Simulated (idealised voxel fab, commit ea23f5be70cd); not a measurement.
The process module that follows is named voxel quadruple lines.
The cross-section on display is named cut; it measures 140 nm wide, and its cells are 5 nm squares.
Reading order for cross-sections: top band down to bottom band. Underlying form: a grid of square cells. Band size: one or more rows of cells. Band entry format. Leading values: height of top, height of bottom, nm. Remainder: materials in left-to-right order, each with its width in nm. Special words: "everywhere" on a single material, which then fills the band edge to edge; "blank", empty space. Where do heights start? At 0: under that level the wafer as delivered is made of one material only. And the lowest band has no floor; it just carries on downward, as in "z 0 and below". Top row gets the first number, bottom row gets the second, and each row in between changes by the same step: that is how a band width like "30 to 40" works. Given "nothing got changed" for a step, no cell of the cross-section differs between before and after that step. Enclosed voids (no open way to top), threshold 8 cells or more, entry "Enclosed cavity list", notation width x height at distance, distance from left edge, nm. On each step's line, the part that comes after the settings is the simulator's own comment on the step. Steps that use a mask can have "overlay nm" on their line. It says how far the mask sat to the right of where it was meant to be. Negative means to the left.
The planned process steps are enumerated hereunder:
1,RECEIVE [material Si]
2,CONFORMAL_DEP [material SiO2] [thk nm 5]
3,DIRECTIONAL_DEP [material TiN] [thk nm 10]
4,DIRECTIONAL_DEP [material polySi] [thk nm 20]
5,DIRECTIONAL_DEP [material aC] [thk nm 20]
6,PATTERN [tone cover] [mask id MANDREL] [material resist] [width nm 20] [pitch nm 60] [thk nm 30] [overlay nm 0]
7,DIRECTIONAL_ETCH [etch materials aC] [depth nm 20]
8,STRIP [etch materials resist]
9,CONFORMAL_DEP [material SiO2] [thk nm 10]
10,DIRECTIONAL_ETCH [etch materials SiO2] [depth nm 10]
11,STRIP [etch materials aC]
12,DIRECTIONAL_ETCH [etch materials polySi] [depth nm 20]
13,STRIP [etch materials SiO2]
14,CONFORMAL_DEP [material SiCN] [thk nm 5]
15,DIRECTIONAL_ETCH [etch materials SiCN] [depth nm 5]
16,STRIP [etch materials polySi]
17,DIRECTIONAL_ETCH [etch materials TiN] [depth nm 10]
18,STRIP [etch materials SiCN]
19,FILL_DEP [material lowk] [thk nm 10]
20,CMP [height nm 15]
Received-state cross-section, reflecting completion of step 1:
z 0 and below: Si everywhere
Enclosed cavity list: none
Same starting wafer, same plan as above, one mistake in the execution; this is the cross-section at the end of the module:
z 15 to 5: polySi everywhere
z 5 to 0: SiO2 everywhere
z 0 and below: Si everywhere
Enclosed cavity list: none
what went wrong: the run placed steps 3 and 4 each in the position the plan gave to the other
